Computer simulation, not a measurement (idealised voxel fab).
A process module follows: voxel fin reveal.
FYI the section here is cut, 210 nm wide, cells are 5 nm squares.
Throughout this document, each cross-section is represented as a grid of square cells and is presented as a sequence of bands enumerated from the top downward, where a band comprises one or more rows of cells.
Band: top and bottom heights (nm) first, top before bottom; then materials from left to right, widths in nm. "all across" marks a sole material filling the band edge to edge. "blank" denotes empty space.
Heights are measured from 0, the level below which the as-received wafer is all one material; the lowest band has no bottom and continues downward, written as in "0 down".
Top row gets the first number, bottom row gets the second, and each row in between changes by the same step: that is how a band width like "30..40" works.
Step marked "same as before"? Then no cell in the cross-section changed in it.
"Sealed void list" contains a list of empty spaces, each no smaller than 8 cells and without an open way to the top, written in the form width x height at distance with the distance from the left edge and all three in nm.
Whatever follows a step's settings on its line is a remark the simulator itself makes about that step.
Regarding "overlay nm": on a step with a mask, it is the distance the mask lay to the right of its planned place; a negative value places it to the left.

THE PLANNED PROCESS STEPS ARE ENUMERATED HEREUNDER
1: RECEIVE [material Si]
2: CONFORMAL_DEP [material SiN] [thk nm 5]
3: PATTERN [tone cover] [mask id FINS] [material resist] [width nm 15] [pitch nm 45] [thk nm 15] [overlay nm 0]
4: DIRECTIONAL_ETCH [etch materials SiN] [depth nm 5]
5: DIRECTIONAL_ETCH [etch materials Si] [depth nm 35]
6: STRIP [etch materials resist]
7: FILL_DEP [material SiO2] [thk nm 15]
8: CMP [height nm 5]
9: SELECTIVE_ETCH [etch materials SiO2] [depth nm 30]
10: STRIP [etch materials SiN]
11: CONFORMAL_DEP [material HfO2] [thk nm 5]

INCOMING WAFER IN CROSS-SECTION (STATE: AFTER STEP 1)
> 0 down: Si all across
> Sealed void list: none

END-OF-MODULE CROSS-SECTION OF THE FIRST OF TWO WAFERS, PROCESSED AS PLANNED
> 5 to 0: 45 blank, then 25 HfO2, then 20 blank, then 25 HfO2, then 20 blank, then 25 HfO2, then 50 blank
> 0 to -20: 45 blank, then 5 HfO2, then 15 Si, then 5 HfO2, then 20 blank, then 5 HfO2, then 15 Si, then 5 HfO2, then 20 blank, then 5 HfO2, then 15 Si, then 5 HfO2, then 50 blank
> -20 to -25: 50 HfO2, then 15 Si, then 30 HfO2, then 15 Si, then 30 HfO2, then 15 Si, then 55 HfO2
> -25 to -35: 50 SiO2, then 15 Si, then 30 SiO2, then 15 Si, then 30 SiO2, then 15 Si, then 55 SiO2
> -35 down: Si all across
> Sealed void list: none

WHAT THE SECOND WAFER LOOKS LIKE IN CROSS-SECTION ONCE THE MODULE IS DONE. ITS START AND ITS PLAN MATCHED THE FIRST WAFER'S EXACTLY; WHAT DIFFERED WAS ONE MISTAKE IN HOW IT WAS RUN
> 0 to -5: 45 blank, then 25 HfO2, then 20 blank, then 25 HfO2, then 20 blank, then 25 HfO2, then 50 blank
> -5 to -30: 45 blank, then 5 HfO2, then 15 Si, then 5 HfO2, then 20 blank, then 5 HfO2, then 15 Si, then 5 HfO2, then 20 blank, then 5 HfO2, then 15 Si, then 5 HfO2, then 50 blank
> -30 to -35: 50 HfO2, then 15 Si, then 30 HfO2, then 15 Si, then 30 HfO2, then 15 Si, then 55 HfO2
> -35 down: Si all across
> Sealed void list: none
The mistake made against the process plan was this: step 8 went in with a setting other than planned; the actual run was CMP [height nm -5]
Final cells, second wafer relative to first, materials higher or lower: HfO2: 6 more | Si: 9 fewer | SiO2: 66 fewer
